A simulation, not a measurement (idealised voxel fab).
Process module in this document: voxel self aligned vias
Section shown: cut. Width: 205 nm. Cell size: 5 nm, square.
Cross-sections here: square-cell grids, written as top-down lists of bands, a band being one or more rows of cells. Quick guide to a band line: top height, bottom height (nm) up front; then every material left to right with its width in nm. Only one material and it's marked "full width"? Then it fills the band edge to edge. And "air" just means empty space. Convention: height 0 is the level below which the wafer, as received, is all one material. The lowest band does not terminate at the bottom but continues downward, represented as "0 nm and below". Per-row width for "30 to 40": begins at first number (top row of band), ends at second number (bottom row), increment between rows held constant. Step note "nothing got changed" = no cross-section cell changed. Voids not open to the top, 8 cells minimum: see "Enclosed void inventory". Written width x height at distance; distance is from the left edge; nm. Formally, on a step line, whatever follows the settings is a remark that the simulator itself makes on the step. For masked steps, "overlay nm" on the step line gives how far right of plan the mask actually lay; a minus sign means it lay to the left. Read the rest as pairs. Take the cross-section before one process step, then the cross-section after it, which shows only down to the lowest band that changed. Under the pair, find the step between them and its settings. Bear in mind that pairs may come from different runs of this module on the same starting wafer: link a pair to the pair above it only where its entry headed "before" says to.
before:
  15 nm to 0 nm  SiO2 full width
  0 nm and below  Si full width
  Enclosed void inventory: none
Step Outcome:
  20 nm to 15 nm  SiCN full width
  Below a height of 15, the structure has not been altered.
  Enclosed void inventory: none
Quick note on the step between the two cross-sections above: CONFORMAL_DEP [material SiCN] [thk nm 5]
before: starting point is the after cross-section of the pair just above.
Step Outcome:
  40 nm to 20 nm  lowk full width
  Below a height of 20, the structure has not been altered.
  Enclosed void inventory: none
Quick note on the step between the two cross-sections above: DIRECTIONAL_DEP [material lowk] [thk nm 20]
before: starting point is the after cross-section of the pair just above.
Step Outcome:
  60 nm to 40 nm  55 nm resist / 25 nm air / 40 nm resist / 25 nm air / 60 nm resist
  Below a height of 40, the structure has not been altered.
  Enclosed void inventory: none
Quick note on the step between the two cross-sections above: PATTERN [tone open] [mask id LINES] [material resist] [width nm 25] [pitch nm 65] [thk nm 20] [overlay nm 0]
before: starting point is the after cross-section of the pair just above.
Step Outcome:
  60 nm to 40 nm  55 nm resist / 25 nm air / 40 nm resist / 25 nm air / 60 nm resist
  40 nm to 20 nm  55 nm lowk / 25 nm air / 40 nm lowk / 25 nm air / 60 nm lowk
  Below a height of 20, the structure has not been altered.
  Enclosed void inventory: none
Quick note on the step between the two cross-sections above: DIRECTIONAL_ETCH [etch materials lowk] [depth nm 20]
before: starting point is the after cross-section of the pair just above.
Step Outcome:
  40 nm to 20 nm  55 nm lowk / 25 nm air / 40 nm lowk / 25 nm air / 60 nm lowk
  Below a height of 20, the structure has not been altered.
  Enclosed void inventory: none
Quick note on the step between the two cross-sections above: STRIP [etch materials resist]
before: starting point is the after cross-section of the pair just above.
Step Outcome:
  45 nm to 40 nm  60 nm TiN / 15 nm air / 50 nm TiN / 15 nm air / 65 nm TiN
  40 nm to 25 nm  55 nm lowk / 5 nm TiN / 15 nm air / 5 nm TiN / 40 nm lowk / 5 nm TiN / 15 nm air / 5 nm TiN / 60 nm lowk
  25 nm to 20 nm  55 nm lowk / 25 nm TiN / 40 nm lowk / 25 nm TiN / 60 nm lowk
  Below a height of 20, the structure has not been altered.
  Enclosed void inventory: none
Quick note on the step between the two cross-sections above: CONFORMAL_DEP [material TiN] [thk nm 5]
before: starting point is the after cross-section of the pair just above.
Step Outcome:
  50 nm to 45 nm  Ru full width
  45 nm to 40 nm  60 nm TiN / 15 nm Ru / 50 nm TiN / 15 nm Ru / 65 nm TiN
  40 nm to 25 nm  55 nm lowk / 5 nm TiN / 15 nm Ru / 5 nm TiN / 40 nm lowk / 5 nm TiN / 15 nm Ru / 5 nm TiN / 60 nm lowk
  Below a height of 25, the structure has not been altered.
  Enclosed void inventory: none
Quick note on the step between the two cross-sections above: FILL_DEP [material Ru] [thk nm 5]
before: starting point is the after cross-section of the pair just above.
Step Outcome:
  35 nm to 25 nm  55 nm lowk / 5 nm TiN / 15 nm Ru / 5 nm TiN / 40 nm lowk / 5 nm TiN / 15 nm Ru / 5 nm TiN / 60 nm lowk
  Below a height of 25, the structure has not been altered.
  Enclosed void inventory: none
Quick note on the step between the two cross-sections above: CMP [height nm 35]
before: starting point is the after cross-section of the pair just above.
Step Outcome:
  35 nm to 25 nm  55 nm lowk / 25 nm air / 40 nm lowk / 25 nm air / 60 nm lowk
  Below a height of 25, the structure has not been altered.
  Enclosed void inventory: none
Quick note on the step between the two cross-sections above: SELECTIVE_ETCH [etch materials W Ru TiN] [depth nm 10]
before: starting point is the after cross-section of the pair just above.
Step Outcome:
  40 nm to 35 nm  SiN full width
  35 nm to 25 nm  55 nm lowk / 25 nm SiN / 40 nm lowk / 25 nm SiN / 60 nm lowk
  Below a height of 25, the structure has not been altered.
  Enclosed void inventory: none
Quick note on the step between the two cross-sections above: FILL_DEP [material SiN] [thk nm 5]
before: starting point is the after cross-section of the pair just above.
Step Outcome:
  35 nm to 25 nm  55 nm lowk / 25 nm SiN / 40 nm lowk / 25 nm SiN / 60 nm lowk
  Below a height of 25, the structure has not been altered.
  Enclosed void inventory: none
Quick note on the step between the two cross-sections above: CMP [height nm 35]
before: starting point is the after cross-section of the pair just above.
Step Outcome:
  50 nm to 35 nm  lowk full width
  Below a height of 35, the structure has not been altered.
  Enclosed void inventory: none
Quick note on the step between the two cross-sections above: DIRECTIONAL_DEP [material lowk] [thk nm 15]
before: starting point is the after cross-section of the pair just above.
Step Outcome:
  60 nm to 50 nm  aC full width
  Below a height of 50, the structure has not been altered.
  Enclosed void inventory: none
Quick note on the step between the two cross-sections above: DIRECTIONAL_DEP [material aC] [thk nm 10]
before: starting point is the after cross-section of the pair just above.
Step Outcome:
  85 nm to 60 nm  45 nm resist / 45 nm air / 115 nm resist
  Below a height of 60, the structure has not been altered.
  Enclosed void inventory: none
Quick note on the step between the two cross-sections above: PATTERN [tone open] [mask id VIAS] [material resist] [width nm 45] [thk nm 25] [overlay nm 0]
before: starting point is the after cross-section of the pair just above.
Step Outcome:
  75 nm to 60 nm  45 nm resist / 45 nm air / 115 nm resist
  60 nm to 50 nm  45 nm aC / 45 nm air / 115 nm aC
  Below a height of 50, the structure has not been altered.
  Enclosed void inventory: none
Quick note on the step between the two cross-sections above: DIRECTIONAL_ETCH [etch materials aC] [depth nm 10]
before: starting point is the after cross-section of the pair just above.
Step Outcome:
  60 nm to 50 nm  45 nm aC / 45 nm air / 115 nm aC
  Below a height of 50, the structure has not been altered.
  Enclosed void inventory: none
Quick note on the step between the two cross-sections above: STRIP [etch materials resist]
before: starting point is the after cross-section of the pair just above.
Step Outcome:
  60 nm to 50 nm  45 nm aC / 45 nm air / 115 nm aC
  50 nm to 35 nm  45 nm lowk / 45 nm air / 115 nm lowk
  Below a height of 35, the structure has not been altered.
  Enclosed void inventory: none
Quick note on the step between the two cross-sections above: DIRECTIONAL_ETCH [etch materials lowk] [depth nm 15]
before: starting point is the after cross-section of the pair just above.
Step Outcome:
  60 nm to 50 nm  45 nm aC / 45 nm air / 115 nm aC
  50 nm to 35 nm  45 nm lowk / 45 nm air / 115 nm lowk
  35 nm to 25 nm  55 nm lowk / 25 nm air / 40 nm lowk / 25 nm SiN / 60 nm lowk
  Below a height of 25, the structure has not been altered.
  Enclosed void inventory: none
Quick note on the step between the two cross-sections above: DIRECTIONAL_ETCH [etch materials SiN] [depth nm 10]
before: starting point is the after cross-section of the pair just above.
Step Outcome:
  50 nm to 35 nm  45 nm lowk / 45 nm air / 115 nm lowk
  Below a height of 35, the structure has not been altered.
  Enclosed void inventory: none
Quick note on the step between the two cross-sections above: STRIP [etch materials aC]
before: starting point is the after cross-section of the pair just above.
Step Outcome:
  55 nm to 50 nm  50 nm TiN / 35 nm air / 120 nm TiN
  50 nm to 40 nm  45 nm lowk / 5 nm TiN / 35 nm air / 5 nm TiN / 115 nm lowk
  40 nm to 35 nm  45 nm lowk / 15 nm TiN / 15 nm air / 15 nm TiN / 115 nm lowk
  35 nm to 30 nm  55 nm lowk / 5 nm TiN / 15 nm air / 5 nm TiN / 40 nm lowk / 25 nm SiN / 60 nm lowk
  30 nm to 25 nm  55 nm lowk / 25 nm TiN / 40 nm lowk / 25 nm SiN / 60 nm lowk
  Below a height of 25, the structure has not been altered.
  Enclosed void inventory: none
Quick note on the step between the two cross-sections above: CONFORMAL_DEP [material TiN] [thk nm 5]
before: starting point is the after cross-section of the pair just above.
Step Outcome:
  60 nm to 55 nm  Cu full width
  55 nm to 50 nm  50 nm TiN / 35 nm Cu / 120 nm TiN
  50 nm to 40 nm  45 nm lowk / 5 nm TiN / 35 nm Cu / 5 nm TiN / 115 nm lowk
  40 nm to 35 nm  45 nm lowk / 15 nm TiN / 15 nm Cu / 15 nm TiN / 115 nm lowk
  35 nm to 30 nm  55 nm lowk / 5 nm TiN / 15 nm Cu / 5 nm TiN / 40 nm lowk / 25 nm SiN / 60 nm lowk
  Below a height of 30, the structure has not been altered.
  Enclosed void inventory: none
Quick note on the step between the two cross-sections above: FILL_DEP [material Cu] [thk nm 5]
before: starting point is the after cross-section of the pair just above.
Step Outcome:
  50 nm to 40 nm  45 nm lowk / 5 nm TiN / 35 nm Cu / 5 nm TiN / 115 nm lowk
  Below a height of 40, the structure has not been altered.
  Enclosed void inventory: none
Quick note on the step between the two cross-sections above: CMP [height nm 50]
before: starting point is the after cross-section of the pair just above.
Step Outcome:
  55 nm to 50 nm  SiN full width
  Below a height of 50, the structure has not been altered.
  Enclosed void inventory: none
Quick note on the step between the two cross-sections above: CONFORMAL_DEP [material SiN] [thk nm 5]
before:
  60 nm to 50 nm  aC full width
  50 nm to 35 nm  lowk full width
  35 nm to 25 nm  55 nm lowk / 25 nm SiN / 40 nm lowk / 25 nm SiN / 60 nm lowk
  25 nm to 20 nm  55 nm lowk / 5 nm TiN / 15 nm Ru / 5 nm TiN / 40 nm lowk / 5 nm TiN / 15 nm Ru / 5 nm TiN / 60 nm lowk
  20 nm to 15 nm  55 nm lowk / 25 nm TiN / 40 nm lowk / 25 nm TiN / 60 nm lowk
  15 nm to 10 nm  SiCN full width
  10 nm to 0 nm  SiO2 full width
  0 nm and below  Si full width
  Enclosed void inventory: none
Step Outcome:
  85 nm to 60 nm  50 nm resist / 40 nm air / 115 nm resist
  Below a height of 60, the structure has not been altered.
  Enclosed void inventory: none
Quick note on the step between the two cross-sections above: PATTERN [tone open] [mask id VIAS] [material resist] [width nm 40] [thk nm 25] [overlay nm 0]
before: starting point is the after cross-section of the pair just above.
Step Outcome:
  75 nm to 60 nm  50 nm resist / 40 nm air / 115 nm resist
  60 nm to 50 nm  50 nm aC / 40 nm air / 115 nm aC
  Below a height of 50, the structure has not been altered.
  Enclosed void inventory: none
Quick note on the step between the two cross-sections above: DIRECTIONAL_ETCH [etch materials aC] [depth nm 10]
before: starting point is the after cross-section of the pair just above.
Step Outcome:
  60 nm to 50 nm  50 nm aC / 40 nm air / 115 nm aC
  Below a height of 50, the structure has not been altered.
  Enclosed void inventory: none
Quick note on the step between the two cross-sections above: STRIP [etch materials resist]
before: starting point is the after cross-section of the pair just above.
Step Outcome:
  60 nm to 50 nm  50 nm aC / 40 nm air / 115 nm aC
  50 nm to 35 nm  50 nm lowk / 40 nm air / 115 nm lowk
  Below a height of 35, the structure has not been altered.
  Enclosed void inventory: none
Quick note on the step between the two cross-sections above: DIRECTIONAL_ETCH [etch materials lowk] [depth nm 15]
before: starting point is the after cross-section of the pair just above.
Step Outcome:
  60 nm to 50 nm  50 nm aC / 40 nm air / 115 nm aC
  50 nm to 35 nm  50 nm lowk / 40 nm air / 115 nm lowk
  35 nm to 25 nm  55 nm lowk / 25 nm air / 40 nm lowk / 25 nm SiN / 60 nm lowk
  Below a height of 25, the structure has not been altered.
  Enclosed void inventory: none
Quick note on the step between the two cross-sections above: DIRECTIONAL_ETCH [etch materials SiN] [depth nm 10]
before: starting point is the after cross-section of the pair just above.
Step Outcome:
  50 nm to 35 nm  50 nm lowk / 40 nm air / 115 nm lowk
  Below a height of 35, the structure has not been altered.
  Enclosed void inventory: none
Quick note on the step between the two cross-sections above: STRIP [etch materials aC]
before: starting point is the after cross-section of the pair just above.
Step Outcome:
  55 nm to 50 nm  55 nm TiN / 30 nm air / 120 nm TiN
  50 nm to 40 nm  50 nm lowk / 5 nm TiN / 30 nm air / 5 nm TiN / 115 nm lowk
  40 nm to 35 nm  50 nm lowk / 10 nm TiN / 15 nm air / 15 nm TiN / 115 nm lowk
  35 nm to 30 nm  55 nm lowk / 5 nm TiN / 15 nm air / 5 nm TiN / 40 nm lowk / 25 nm SiN / 60 nm lowk
  30 nm to 25 nm  55 nm lowk / 25 nm TiN / 40 nm lowk / 25 nm SiN / 60 nm lowk
  Below a height of 25, the structure has not been altered.
  Enclosed void inventory: none
Quick note on the step between the two cross-sections above: CONFORMAL_DEP [material TiN] [thk nm 5]
before: starting point is the after cross-section of the pair just above.
Step Outcome:
  60 nm to 55 nm  Cu full width
  55 nm to 50 nm  55 nm TiN / 30 nm Cu / 120 nm TiN
  50 nm to 40 nm  50 nm lowk / 5 nm TiN / 30 nm Cu / 5 nm TiN / 115 nm lowk
  40 nm to 35 nm  50 nm lowk / 10 nm TiN / 15 nm Cu / 15 nm TiN / 115 nm lowk
  35 nm to 30 nm  55 nm lowk / 5 nm TiN / 15 nm Cu / 5 nm TiN / 40 nm lowk / 25 nm SiN / 60 nm lowk
  Below a height of 30, the structure has not been altered.
  Enclosed void inventory: none
Quick note on the step between the two cross-sections above: FILL_DEP [material Cu] [thk nm 5]
before: starting point is the after cross-section of the pair just above.
Step Outcome:
  50 nm to 40 nm  50 nm lowk / 5 nm TiN / 30 nm Cu / 5 nm TiN / 115 nm lowk
  Below a height of 40, the structure has not been altered.
  Enclosed void inventory: none
Quick note on the step between the two cross-sections above: CMP [height nm 50]
before: starting point is the after cross-section of the pair just above.
Step Outcome:
  55 nm to 50 nm  SiN full width
  Below a height of 50, the structure has not been altered.
  Enclosed void inventory: none
Quick note on the step between the two cross-sections above: CONFORMAL_DEP [material SiN] [thk nm 5]
before:
  35 nm to 15 nm  lowk full width
  15 nm to 10 nm  SiCN full width
  10 nm to 0 nm  SiO2 full width
  0 nm and below  Si full width
  Enclosed void inventory: none
Step Outcome:
  55 nm to 35 nm  45 nm resist / 25 nm air / 40 nm resist / 25 nm air / 70 nm resist
  Below a height of 35, the structure has not been altered.
  Enclosed void inventory: none
Quick note on the step between the two cross-sections above: PATTERN [tone open] [mask id LINES] [material resist] [width nm 25] [pitch nm 65] [thk nm 20] [overlay nm -10]
before: starting point is the after cross-section of the pair just above.
Step Outcome:
  55 nm to 35 nm  45 nm resist / 25 nm air / 40 nm resist / 25 nm air / 70 nm resist
  35 nm to 15 nm  45 nm lowk / 25 nm air / 40 nm lowk / 25 nm air / 70 nm lowk
  Below a height of 15, the structure has not been altered.
  Enclosed void inventory: none
Quick note on the step between the two cross-sections above: DIRECTIONAL_ETCH [etch materials lowk] [depth nm 20]
before: starting point is the after cross-section of the pair just above.
Step Outcome:
  35 nm to 15 nm  45 nm lowk / 25 nm air / 40 nm lowk / 25 nm air / 70 nm lowk
  Below a height of 15, the structure has not been altered.
  Enclosed void inventory: none
Quick note on the step between the two cross-sections above: STRIP [etch materials resist]
before: starting point is the after cross-section of the pair just above.
Step Outcome:
  40 nm to 35 nm  50 nm TiN / 15 nm air / 50 nm TiN / 15 nm air / 75 nm TiN
  35 nm to 20 nm  45 nm lowk / 5 nm TiN / 15 nm air / 5 nm TiN / 40 nm lowk / 5 nm TiN / 15 nm air / 5 nm TiN / 70 nm lowk
  20 nm to 15 nm  45 nm lowk / 25 nm TiN / 40 nm lowk / 25 nm TiN / 70 nm lowk
  Below a height of 15, the structure has not been altered.
  Enclosed void inventory: none
Quick note on the step between the two cross-sections above: CONFORMAL_DEP [material TiN] [thk nm 5]
before: starting point is the after cross-section of the pair just above.
Step Outcome:
  45 nm to 40 nm  Ru full width
  40 nm to 35 nm  50 nm TiN / 15 nm Ru / 50 nm TiN / 15 nm Ru / 75 nm TiN
  35 nm to 20 nm  45 nm lowk / 5 nm TiN / 15 nm Ru / 5 nm TiN / 40 nm lowk / 5 nm TiN / 15 nm Ru / 5 nm TiN / 70 nm lowk
  Below a height of 20, the structure has not been altered.
  Enclosed void inventory: none
Quick note on the step between the two cross-sections above: FILL_DEP [material Ru] [thk nm 5]
before: starting point is the after cross-section of the pair just above.
Step Outcome:
  35 nm to 20 nm  45 nm lowk / 5 nm TiN / 15 nm Ru / 5 nm TiN / 40 nm lowk / 5 nm TiN / 15 nm Ru / 5 nm TiN / 70 nm lowk
  Below a height of 20, the structure has not been altered.
  Enclosed void inventory: none
Quick note on the step between the two cross-sections above: CMP [height nm 35]
before: starting point is the after cross-section of the pair just above.
Step Outcome:
  35 nm to 25 nm  45 nm lowk / 25 nm air / 40 nm lowk / 25 nm air / 70 nm lowk
  Below a height of 25, the structure has not been altered.
  Enclosed void inventory: none
Quick note on the step between the two cross-sections above: SELECTIVE_ETCH [etch materials W Ru TiN] [depth nm 10]
before: starting point is the after cross-section of the pair just above.
Step Outcome:
  40 nm to 35 nm  SiN full width
  35 nm to 25 nm  45 nm lowk / 25 nm SiN / 40 nm lowk / 25 nm SiN / 70 nm lowk
  Below a height of 25, the structure has not been altered.
  Enclosed void inventory: none
Quick note on the step between the two cross-sections above: FILL_DEP [material SiN] [thk nm 5]
before: starting point is the after cross-section of the pair just above.
Step Outcome:
  35 nm to 25 nm  45 nm lowk / 25 nm SiN / 40 nm lowk / 25 nm SiN / 70 nm lowk
  Below a height of 25, the structure has not been altered.
  Enclosed void inventory: none
Quick note on the step between the two cross-sections above: CMP [height nm 35]
before: starting point is the after cross-section of the pair just above.
Step Outcome:
  50 nm to 35 nm  lowk full width
  Below a height of 35, the structure has not been altered.
  Enclosed void inventory: none
Quick note on the step between the two cross-sections above: DIRECTIONAL_DEP [material lowk] [thk nm 15]
before: starting point is the after cross-section of the pair just above.
Step Outcome:
  60 nm to 50 nm  aC full width
  Below a height of 50, the structure has not been altered.
  Enclosed void inventory: none
Quick note on the step between the two cross-sections above: DIRECTIONAL_DEP [material aC] [thk nm 10]
before: starting point is the after cross-section of the pair just above.
Step Outcome:
  85 nm to 60 nm  45 nm resist / 45 nm air / 115 nm resist
  Below a height of 60, the structure has not been altered.
  Enclosed void inventory: none
Quick note on the step between the two cross-sections above: PATTERN [tone open] [mask id VIAS] [material resist] [width nm 45] [thk nm 25] [overlay nm 0]
before: starting point is the after cross-section of the pair just above.
Step Outcome:
  75 nm to 60 nm  45 nm resist / 45 nm air / 115 nm resist
  60 nm to 50 nm  45 nm aC / 45 nm air / 115 nm aC
  Below a height of 50, the structure has not been altered.
  Enclosed void inventory: none
Quick note on the step between the two cross-sections above: DIRECTIONAL_ETCH [etch materials aC] [depth nm 10]
before: starting point is the after cross-section of the pair just above.
Step Outcome:
  60 nm to 50 nm  45 nm aC / 45 nm air / 115 nm aC
  Below a height of 50, the structure has not been altered.
  Enclosed void inventory: none
Quick note on the step between the two cross-sections above: STRIP [etch materials resist]
before: starting point is the after cross-section of the pair just above.
Step Outcome:
  60 nm to 50 nm  45 nm aC / 45 nm air / 115 nm aC
  50 nm to 35 nm  45 nm lowk / 45 nm air / 115 nm lowk
  Below a height of 35, the structure has not been altered.
  Enclosed void inventory: none
Quick note on the step between the two cross-sections above: DIRECTIONAL_ETCH [etch materials lowk] [depth nm 15]
before: starting point is the after cross-section of the pair just above.
Step Outcome:
  60 nm to 50 nm  45 nm aC / 45 nm air / 115 nm aC
  50 nm to 35 nm  45 nm lowk / 45 nm air / 115 nm lowk
  35 nm to 25 nm  45 nm lowk / 25 nm air / 40 nm lowk / 25 nm SiN / 70 nm lowk
  Below a height of 25, the structure has not been altered.
  Enclosed void inventory: none
Quick note on the step between the two cross-sections above: DIRECTIONAL_ETCH [etch materials SiN] [depth nm 10]
before: starting point is the after cross-section of the pair just above.
Step Outcome:
  50 nm to 35 nm  45 nm lowk / 45 nm air / 115 nm lowk
  Below a height of 35, the structure has not been altered.
  Enclosed void inventory: none
Quick note on the step between the two cross-sections above: STRIP [etch materials aC]
before: starting point is the after cross-section of the pair just above.
Step Outcome:
  55 nm to 50 nm  50 nm TiN / 35 nm air / 120 nm TiN
  50 nm to 40 nm  45 nm lowk / 5 nm TiN / 35 nm air / 5 nm TiN / 115 nm lowk
  40 nm to 35 nm  45 nm lowk / 5 nm TiN / 15 nm air / 25 nm TiN / 115 nm lowk
  35 nm to 30 nm  45 nm lowk / 5 nm TiN / 15 nm air / 5 nm TiN / 40 nm lowk / 25 nm SiN / 70 nm lowk
  30 nm to 25 nm  45 nm lowk / 25 nm TiN / 40 nm lowk / 25 nm SiN / 70 nm lowk
  Below a height of 25, the structure has not been altered.
  Enclosed void inventory: none
Quick note on the step between the two cross-sections above: CONFORMAL_DEP [material TiN] [thk nm 5]
before: starting point is the after cross-section of the pair just above.
Step Outcome:
  60 nm to 55 nm  Cu full width
  55 nm to 50 nm  50 nm TiN / 35 nm Cu / 120 nm TiN
  50 nm to 40 nm  45 nm lowk / 5 nm TiN / 35 nm Cu / 5 nm TiN / 115 nm lowk
  40 nm to 35 nm  45 nm lowk / 5 nm TiN / 15 nm Cu / 25 nm TiN / 115 nm lowk
  35 nm to 30 nm  45 nm lowk / 5 nm TiN / 15 nm Cu / 5 nm TiN / 40 nm lowk / 25 nm SiN / 70 nm lowk
  Below a height of 30, the structure has not been altered.
  Enclosed void inventory: none
Quick note on the step between the two cross-sections above: FILL_DEP [material Cu] [thk nm 5]
before: starting point is the after cross-section of the pair just above.
Step Outcome:
  50 nm to 40 nm  45 nm lowk / 5 nm TiN / 35 nm Cu / 5 nm TiN / 115 nm lowk
  Below a height of 40, the structure has not been altered.
  Enclosed void inventory: none
Quick note on the step between the two cross-sections above: CMP [height nm 50]
before: starting point is the after cross-section of the pair just above.
Step Outcome:
  55 nm to 50 nm  SiN full width
  Below a height of 50, the structure has not been altered.
  Enclosed void inventory: none
Quick note on the step between the two cross-sections above: CONFORMAL_DEP [material SiN] [thk nm 5]
before:
  55 nm to 50 nm  50 nm TiN / 35 nm air / 120 nm TiN
  50 nm to 40 nm  45 nm lowk / 5 nm TiN / 35 nm air / 5 nm TiN / 115 nm lowk
  40 nm to 35 nm  45 nm lowk / 15 nm TiN / 15 nm air / 15 nm TiN / 115 nm lowk
  35 nm to 30 nm  55 nm lowk / 5 nm TiN / 15 nm air / 5 nm TiN / 40 nm lowk / 25 nm SiN / 60 nm lowk
  30 nm to 25 nm  55 nm lowk / 25 nm TiN / 40 nm lowk / 25 nm SiN / 60 nm lowk
  25 nm to 20 nm  55 nm lowk / 5 nm TiN / 15 nm Ru / 5 nm TiN / 40 nm lowk / 5 nm TiN / 15 nm Ru / 5 nm TiN / 60 nm lowk
  20 nm to 15 nm  55 nm lowk / 25 nm TiN / 40 nm lowk / 25 nm TiN / 60 nm lowk
  15 nm to 10 nm  SiCN full width
  10 nm to 0 nm  SiO2 full width
  0 nm and below  Si full width
  Enclosed void inventory: none
Step Outcome:
  60 nm to 55 nm  SiN full width
  55 nm to 50 nm  50 nm TiN / 35 nm SiN / 120 nm TiN
  50 nm to 40 nm  45 nm lowk / 5 nm TiN / 35 nm SiN / 5 nm TiN / 115 nm lowk
  40 nm to 35 nm  45 nm lowk / 15 nm TiN / 15 nm SiN / 15 nm TiN / 115 nm lowk
  35 nm to 30 nm  55 nm lowk / 5 nm TiN / 15 nm SiN / 5 nm TiN / 40 nm lowk / 25 nm SiN / 60 nm lowk
  Below a height of 30, the structure has not been altered.
  Enclosed void inventory: none
Quick note on the step between the two cross-sections above: FILL_DEP [material SiN] [thk nm 5]
before: starting point is the after cross-section of the pair just above.
Step Outcome:
  50 nm to 40 nm  45 nm lowk / 5 nm TiN / 35 nm SiN / 5 nm TiN / 115 nm lowk
  Below a height of 40, the structure has not been altered.
  Enclosed void inventory: none
Quick note on the step between the two cross-sections above: CMP [height nm 50]
before: starting point is the after cross-section of the pair just above.
Step Outcome:
  55 nm to 50 nm  SiN full width
  Below a height of 50, the structure has not been altered.
  Enclosed void inventory: none
Quick note on the step between the two cross-sections above: CONFORMAL_DEP [material SiN] [thk nm 5]
before:
  35 nm to 15 nm  lowk full width
  15 nm to 10 nm  SiCN full width
  10 nm to 0 nm  SiO2 full width
  0 nm and below  Si full width
  Enclosed void inventory: none
Step Outcome:
  55 nm to 35 nm  55 nm air / 25 nm resist / 40 nm air / 25 nm resist / 60 nm air
  Below a height of 35, the structure has not been altered.
  Enclosed void inventory: none
Quick note on the step between the two cross-sections above: PATTERN [tone cover] [mask id LINES] [material resist] [width nm 25] [pitch nm 65] [thk nm 20] [overlay nm 0]
before: starting point is the after cross-section of the pair just above.
Step Outcome:
  55 nm to 35 nm  55 nm air / 25 nm resist / 40 nm air / 25 nm resist / 60 nm air
  35 nm to 15 nm  55 nm air / 25 nm lowk / 40 nm air / 25 nm lowk / 60 nm air
  Below a height of 15, the structure has not been altered.
  Enclosed void inventory: none
Quick note on the step between the two cross-sections above: DIRECTIONAL_ETCH [etch materials lowk] [depth nm 20]
before: starting point is the after cross-section of the pair just above.
Step Outcome:
  35 nm to 15 nm  55 nm air / 25 nm lowk / 40 nm air / 25 nm lowk / 60 nm air
  Below a height of 15, the structure has not been altered.
  Enclosed void inventory: none
Quick note on the step between the two cross-sections above: STRIP [etch materials resist]
before: starting point is the after cross-section of the pair just above.
Step Outcome:
  40 nm to 35 nm  50 nm air / 35 nm TiN / 30 nm air / 35 nm TiN / 55 nm air
  35 nm to 20 nm  50 nm air / 5 nm TiN / 25 nm lowk / 5 nm TiN / 30 nm air / 5 nm TiN / 25 nm lowk / 5 nm TiN / 55 nm air
  20 nm to 15 nm  55 nm TiN / 25 nm lowk / 40 nm TiN / 25 nm lowk / 60 nm TiN
  Below a height of 15, the structure has not been altered.
  Enclosed void inventory: none
Quick note on the step between the two cross-sections above: CONFORMAL_DEP [material TiN] [thk nm 5]
before: starting point is the after cross-section of the pair just above.
Step Outcome:
  45 nm to 40 nm  Ru full width
  40 nm to 35 nm  50 nm Ru / 35 nm TiN / 30 nm Ru / 35 nm TiN / 55 nm Ru
  35 nm to 20 nm  50 nm Ru / 5 nm TiN / 25 nm lowk / 5 nm TiN / 30 nm Ru / 5 nm TiN / 25 nm lowk / 5 nm TiN / 55 nm Ru
  Below a height of 20, the structure has not been altered.
  Enclosed void inventory: none
Quick note on the step between the two cross-sections above: FILL_DEP [material Ru] [thk nm 5]
before: starting point is the after cross-section of the pair just above.
Step Outcome:
  35 nm to 20 nm  50 nm Ru / 5 nm TiN / 25 nm lowk / 5 nm TiN / 30 nm Ru / 5 nm TiN / 25 nm lowk / 5 nm TiN / 55 nm Ru
  Below a height of 20, the structure has not been altered.
  Enclosed void inventory: none
Quick note on the step between the two cross-sections above: CMP [height nm 35]
before: starting point is the after cross-section of the pair just above.
Step Outcome:
  35 nm to 25 nm  55 nm air / 25 nm lowk / 40 nm air / 25 nm lowk / 60 nm air
  Below a height of 25, the structure has not been altered.
  Enclosed void inventory: none
Quick note on the step between the two cross-sections above: SELECTIVE_ETCH [etch materials W Ru TiN] [depth nm 10]
before: starting point is the after cross-section of the pair just above.
Step Outcome:
  40 nm to 35 nm  SiN full width
  35 nm to 25 nm  55 nm SiN / 25 nm lowk / 40 nm SiN / 25 nm lowk / 60 nm SiN
  Below a height of 25, the structure has not been altered.
  Enclosed void inventory: none
Quick note on the step between the two cross-sections above: FILL_DEP [material SiN] [thk nm 5]
before: starting point is the after cross-section of the pair just above.
Step Outcome:
  35 nm to 25 nm  55 nm SiN / 25 nm lowk / 40 nm SiN / 25 nm lowk / 60 nm SiN
  Below a height of 25, the structure has not been altered.
  Enclosed void inventory: none
Quick note on the step between the two cross-sections above: CMP [height nm 35]
before: starting point is the after cross-section of the pair just above.
Step Outcome:
  50 nm to 35 nm  lowk full width
  Below a height of 35, the structure has not been altered.
  Enclosed void inventory: none
Quick note on the step between the two cross-sections above: DIRECTIONAL_DEP [material lowk] [thk nm 15]
before: starting point is the after cross-section of the pair just above.
Step Outcome:
  60 nm to 50 nm  aC full width
  Below a height of 50, the structure has not been altered.
  Enclosed void inventory: none
Quick note on the step between the two cross-sections above: DIRECTIONAL_DEP [material aC] [thk nm 10]
before: starting point is the after cross-section of the pair just above.
Step Outcome:
  85 nm to 60 nm  45 nm resist / 45 nm air / 115 nm resist
  Below a height of 60, the structure has not been altered.
  Enclosed void inventory: none
Quick note on the step between the two cross-sections above: PATTERN [tone open] [mask id VIAS] [material resist] [width nm 45] [thk nm 25] [overlay nm 0]
before: starting point is the after cross-section of the pair just above.
Step Outcome:
  75 nm to 60 nm  45 nm resist / 45 nm air / 115 nm resist
  60 nm to 50 nm  45 nm aC / 45 nm air / 115 nm aC
  Below a height of 50, the structure has not been altered.
  Enclosed void inventory: none
Quick note on the step between the two cross-sections above: DIRECTIONAL_ETCH [etch materials aC] [depth nm 10]
before: starting point is the after cross-section of the pair just above.
Step Outcome:
  60 nm to 50 nm  45 nm aC / 45 nm air / 115 nm aC
  Below a height of 50, the structure has not been altered.
  Enclosed void inventory: none
Quick note on the step between the two cross-sections above: STRIP [etch materials resist]
before: starting point is the after cross-section of the pair just above.
Step Outcome:
  60 nm to 50 nm  45 nm aC / 45 nm air / 115 nm aC
  50 nm to 35 nm  45 nm lowk / 45 nm air / 115 nm lowk
  Below a height of 35, the structure has not been altered.
  Enclosed void inventory: none
Quick note on the step between the two cross-sections above: DIRECTIONAL_ETCH [etch materials lowk] [depth nm 15]
before: starting point is the after cross-section of the pair just above.
Step Outcome:
  60 nm to 50 nm  45 nm aC / 45 nm air / 115 nm aC
  50 nm to 35 nm  45 nm lowk / 45 nm air / 115 nm lowk
  35 nm to 25 nm  45 nm SiN / 10 nm air / 25 nm lowk / 10 nm air / 30 nm SiN / 25 nm lowk / 60 nm SiN
  Below a height of 25, the structure has not been altered.
  Enclosed void inventory: none
Quick note on the step between the two cross-sections above: DIRECTIONAL_ETCH [etch materials SiN] [depth nm 10]
before: starting point is the after cross-section of the pair just above.
Step Outcome:
  50 nm to 35 nm  45 nm lowk / 45 nm air / 115 nm lowk
  Below a height of 35, the structure has not been altered.
  Enclosed void inventory: none
Quick note on the step between the two cross-sections above: STRIP [etch materials aC]
